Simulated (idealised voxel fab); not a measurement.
process module | voxel gate over fins
cross-section cut | 245 nm wide | cells 5 nm
A cross-section is a grid of square cells, given in bands from the top down. A band is one or more rows of cells.
Each band's line starts with the height of the band's top and of its bottom, in nm. Then come its materials from left to right, each with its width in nm. One material with "throughout" fills the band from edge to edge. "air" is empty space.
Height 0 is the level under which the wafer as received is all one material. The lowest band goes on downwards, as in "0 down".
A width such as "30 to 40" changes by the same amount from each row of cells to the next, from the band's top row to its bottom row.
"no change" after a step means that no cell of the cross-section changed.
closed voids: empty space of 8 cells or more with no open way to the top, each as width x height at its distance from the left edge, in nm
after a step's settings: what the simulator itself notes on the step
overlay nm, on a step with a mask: how far to the right of its planned place the mask lay; to the left if negative
plan
1 op RECEIVE | material Si
2 op CONFORMAL_DEP | material SiN | thk nm 5
3 op PATTERN | tone cover | mask id FINS | material resist | width nm 15 | pitch nm 45 | thk nm 20 | overlay nm 0
4 op DIRECTIONAL_ETCH | etch materials SiN | depth nm 5
5 op DIRECTIONAL_ETCH | etch materials Si | depth nm 40
6 op STRIP | etch materials resist
7 op FILL_DEP | material SiO2 | thk nm 10
8 op CMP | height nm 5
9 op SELECTIVE_ETCH | etch materials SiO2 | depth nm 20
10 op STRIP | etch materials SiN
11 op CONFORMAL_DEP | material HfO2 | thk nm 5
12 op CONFORMAL_DEP | material TiN | thk nm 5
13 op CONFORMAL_DEP | material TiAl | thk nm 5
14 op CONFORMAL_DEP | material TiN | thk nm 5
15 op FILL_DEP | material W | thk nm 10
16 op CMP | height nm 15
17 op CONFORMAL_DEP | material SiN | thk nm 10
varied across the wafers: height nm of step 16. The plan shows the first wafer's value. All wafers start alike
first wafer as received, after step 1
  0 down: Si throughout
  closed voids: none
first wafer at the end, after step 17
  25 to 15: SiN throughout
  15 to 10: W 25 | TiN 5 | TiAl 180 | TiN 5 | W 30
  10 to 5: W 25 | TiN 5 | TiAl 5 | TiN 35 | TiAl 10 | TiN 35 | TiAl 10 | TiN 35 | TiAl 10 | TiN 35 | TiAl 5 | TiN 5 | W 30
  5 to 0: TiN 30 | TiAl 5 | TiN 5 | HfO2 25 | TiN 5 | TiAl 10 | TiN 5 | HfO2 25 | TiN 5 | TiAl 10 | TiN 5 | HfO2 25 | TiN 5 | TiAl 10 | TiN 5 | HfO2 25 | TiN 5 | TiAl 5 | TiN 35
  0 to -5: TiAl 35 | TiN 5 | HfO2 5 | Si 15 | HfO2 5 | TiN 5 | TiAl 10 | TiN 5 | HfO2 5 | Si 15 | HfO2 5 | TiN 5 | TiAl 10 | TiN 5 | HfO2 5 | Si 15 | HfO2 5 | TiN 5 | TiAl 10 | TiN 5 | HfO2 5 | Si 15 | HfO2 5 | TiN 5 | TiAl 40
  -5 to -10: TiN 40 | HfO2 5 | Si 15 | HfO2 5 | TiN 20 | HfO2 5 | Si 15 | HfO2 5 | TiN 20 | HfO2 5 | Si 15 | HfO2 5 | TiN 20 | HfO2 5 | Si 15 | HfO2 5 | TiN 45
  -10 to -15: HfO2 45 | Si 15 | HfO2 30 | Si 15 | HfO2 30 | Si 15 | HfO2 30 | Si 15 | HfO2 50
  -15 to -40: SiO2 45 | Si 15 | SiO2 30 | Si 15 | SiO2 30 | Si 15 | SiO2 30 | Si 15 | SiO2 50
  -40 down: Si throughout
  closed voids: none
last wafer at the end
  40 to 30: SiN throughout
  30 to 20: W throughout
  20 to 15: W 25 | TiN 190 | W 30
  15 to 10: W 25 | TiN 5 | TiAl 180 | TiN 5 | W 30
  10 to 5: W 25 | TiN 5 | TiAl 5 | TiN 35 | TiAl 10 | TiN 35 | TiAl 10 | TiN 35 | TiAl 10 | TiN 35 | TiAl 5 | TiN 5 | W 30
  5 to 0: TiN 30 | TiAl 5 | TiN 5 | HfO2 25 | TiN 5 | TiAl 10 | TiN 5 | HfO2 25 | TiN 5 | TiAl 10 | TiN 5 | HfO2 25 | TiN 5 | TiAl 10 | TiN 5 | HfO2 25 | TiN 5 | TiAl 5 | TiN 35
  0 to -5: TiAl 35 | TiN 5 | HfO2 5 | Si 15 | HfO2 5 | TiN 5 | TiAl 10 | TiN 5 | HfO2 5 | Si 15 | HfO2 5 | TiN 5 | TiAl 10 | TiN 5 | HfO2 5 | Si 15 | HfO2 5 | TiN 5 | TiAl 10 | TiN 5 | HfO2 5 | Si 15 | HfO2 5 | TiN 5 | TiAl 40
  -5 to -10: TiN 40 | HfO2 5 | Si 15 | HfO2 5 | TiN 20 | HfO2 5 | Si 15 | HfO2 5 | TiN 20 | HfO2 5 | Si 15 | HfO2 5 | TiN 20 | HfO2 5 | Si 15 | HfO2 5 | TiN 45
  -10 to -15: HfO2 45 | Si 15 | HfO2 30 | Si 15 | HfO2 30 | Si 15 | HfO2 30 | Si 15 | HfO2 50
  -15 to -40: SiO2 45 | Si 15 | SiO2 30 | Si 15 | SiO2 30 | Si 15 | SiO2 30 | Si 15 | SiO2 50
  -40 down: Si throughout
  closed voids: none
each wafer at the end: cells of each material gained (+) or lost (-) since it was received, then its closed voids
height nm 15 | +73 HfO2 | -296 Si | +98 SiN | +185 SiO2 | +73 TiAl | +90 TiN | +22 W | closed voids: none
height nm 20 | +73 HfO2 | -296 Si | +98 SiN | +185 SiO2 | +73 TiAl | +128 TiN | +33 W | closed voids: none
height nm 25 | +73 HfO2 | -296 Si | +98 SiN | +185 SiO2 | +73 TiAl | +128 TiN | +82 W | closed voids: none
height nm 30 | +73 HfO2 | -296 Si | +98 SiN | +185 SiO2 | +73 TiAl | +128 TiN | +131 W | closed voids: none
